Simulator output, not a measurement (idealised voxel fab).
This section sets out a process module, namely voxel ribs on slabs.
The cross-section shown here is cut; it is 220 nm wide and divided into square cells measuring 5 nm on a side.
How to read a cross-section here: the picture is a grid of square cells, written as bands going from the top down, and any band can span one or more rows of cells. Per band: top height and bottom height in nm, followed by the left-to-right materials and their widths in nm; "full width" marks a single material spanning edge to edge, "empty" marks empty space. Height is counted from the level 0, under which the received wafer is composed throughout of one material. The lowest of the bands is not closed at the bottom but continues downward, in the notation "0..down". Top row gets the first number, bottom row gets the second, and each row in between changes by the same step: that is how a band width like "30..40" works. No cell of the cross-section changed in a step that is given as "remains unaltered". Closed-off voids of 8+ cells (no open route to the top) go in "Enclosed cavity list", written width x height at distance from the left edge, in nm. The remark found on a step's line after its settings is issued by the simulator itself and pertains to that step. overlay nm: mask offset rightward from planned place, masked step; negative means leftward offset.

Listed below are the process steps as planned
1,RECEIVE [material Si]
2,DIRECTIONAL_DEP [material SiO2] [thk nm 20]
3,DIRECTIONAL_DEP [material SiN] [thk nm 15]
4,PATTERN [tone cover] [mask id RIB] [material resist] [width nm 20] [thk nm 15] [overlay nm 0]
5,DIRECTIONAL_ETCH [etch materials SiN] [depth nm 10]
6,STRIP [etch materials resist]
7,PATTERN [tone cover] [mask id SLAB] [material resist] [width nm 60] [thk nm 20] [overlay nm 0]
8,DIRECTIONAL_ETCH [etch materials SiN] [depth nm 5]
9,STRIP [etch materials resist]
10,FILL_DEP [material SiO2] [thk nm 20]
11,CMP [height nm 45]
12,DIRECTIONAL_DEP [material W] [thk nm 5]
13,PATTERN [tone cover] [mask id HEATER] [material resist] [width nm 30] [thk nm 20] [overlay nm 0]
14,DIRECTIONAL_ETCH [etch materials W] [depth nm 5]
15,STRIP [etch materials resist]
16,CONFORMAL_DEP [material SiN] [thk nm 10]

The first of a set of two wafers, run to plan

Cross-sectional view of the wafer in its as-received condition, corresponding to the state after step 1
0..down | Si full width
Enclosed cavity list: none

After step 2: wafer cross-section
20..0 | SiO2 full width
Nothing below the height 0 has changed.

After step 3: wafer cross-section
35..20 | SiN full width
Nothing below the height 20 has changed.

After step 4: wafer cross-section
50..35 | empty (100), resist (20), empty (100)
Nothing below the height 35 has changed.

After step 5: wafer cross-section
50..35 | empty (100), resist (20), empty (100)
35..25 | empty (100), SiN (20), empty (100)
Nothing below the height 25 has changed.

After step 6: wafer cross-section
35..25 | empty (100), SiN (20), empty (100)
Nothing below the height 25 has changed.

After step 7: wafer cross-section
55..35 | empty (80), resist (60), empty (80)
35..25 | empty (80), resist (20), SiN (20), resist (20), empty (80)
Nothing below the height 25 has changed.

After step 8: wafer cross-section
55..35 | empty (80), resist (60), empty (80)
35..25 | empty (80), resist (20), SiN (20), resist (20), empty (80)
25..20 | empty (80), SiN (60), empty (80)
Nothing below the height 20 has changed.

After step 9: wafer cross-section
35..25 | empty (100), SiN (20), empty (100)
Nothing below the height 25 has changed.

After step 10: wafer cross-section
55..35 | SiO2 full width
35..25 | SiO2 (100), SiN (20), SiO2 (100)
25..20 | SiO2 (80), SiN (60), SiO2 (80)
Nothing below the height 20 has changed.

After step 11: wafer cross-section
45..35 | SiO2 full width
Nothing below the height 35 has changed.

After step 12: wafer cross-section
50..45 | W full width
Nothing below the height 45 has changed.

After step 13: wafer cross-section
70..50 | empty (95), resist (30), empty (95)
Nothing below the height 50 has changed.

After step 14: wafer cross-section
70..50 | empty (95), resist (30), empty (95)
50..45 | empty (95), W (30), empty (95)
Nothing below the height 45 has changed.

After step 15: wafer cross-section
50..45 | empty (95), W (30), empty (95)
Nothing below the height 45 has changed.

After step 16: wafer cross-section
60..55 | empty (85), SiN (50), empty (85)
55..50 | SiN full width
50..45 | SiN (95), W (30), SiN (95)
Nothing below the height 45 has changed.

Now the other wafer: same start, same recipe, but we messed up one thing when running it. Up to and including step 3 it's the same as the first one

Second wafer, cut view, end of step 4 per plan
50..35 | resist (100), empty (20), resist (100)
Nothing below the height 35 has changed.

Second wafer, cut view, end of step 5 per plan
50..35 | resist (100), empty (20), resist (100)
35..25 | SiN (100), empty (20), SiN (100)
Nothing below the height 25 has changed.

Second wafer, cut view, end of step 6 per plan
35..25 | SiN (100), empty (20), SiN (100)
Nothing below the height 25 has changed.

Second wafer, cut view, end of step 7 per plan
55..35 | empty (80), resist (60), empty (80)
35..25 | SiN (100), resist (20), SiN (100)
Nothing below the height 25 has changed.

Second wafer, cut view, end of step 8 per plan
55..35 | empty (80), resist (60), empty (80)
35..30 | empty (80), SiN (20), resist (20), SiN (20), empty (80)
Nothing below the height 30 has changed.

Second wafer, cut view, end of step 9 per plan
35..30 | empty (80), SiN (20), empty (20), SiN (20), empty (80)
30..25 | SiN (100), empty (20), SiN (100)
Nothing below the height 25 has changed.

Second wafer, cut view, end of step 10 per plan
55..35 | SiO2 full width
35..30 | SiO2 (80), SiN (20), SiO2 (20), SiN (20), SiO2 (80)
30..25 | SiN (100), SiO2 (20), SiN (100)
Nothing below the height 25 has changed.

Second wafer, cut view, end of step 11 per plan
45..35 | SiO2 full width
Nothing below the height 35 has changed.

Second wafer, cut view, end of step 12 per plan
50..45 | W full width
Nothing below the height 45 has changed.

Second wafer, cut view, end of step 13 per plan
70..50 | empty (95), resist (30), empty (95)
Nothing below the height 50 has changed.

Second wafer, cut view, end of step 14 per plan
70..50 | empty (95), resist (30), empty (95)
50..45 | empty (95), W (30), empty (95)
Nothing below the height 45 has changed.

Second wafer, cut view, end of step 15 per plan
50..45 | empty (95), W (30), empty (95)
Nothing below the height 45 has changed.

Second wafer, cut view, end of step 16 per plan
60..55 | empty (85), SiN (50), empty (85)
55..50 | SiN full width
50..45 | SiN (95), W (30), SiN (95)
Nothing below the height 45 has changed.
Deviation noted in wafer processing: step 4 changed vs plan, executed as PATTERN [tone open] [mask id RIB] [material resist] [width nm 20] [thk nm 15] [overlay nm 0]
Final comparison by cell count, materials where the second wafer has more or fewer than the first: +72 SiN | -72 SiO2
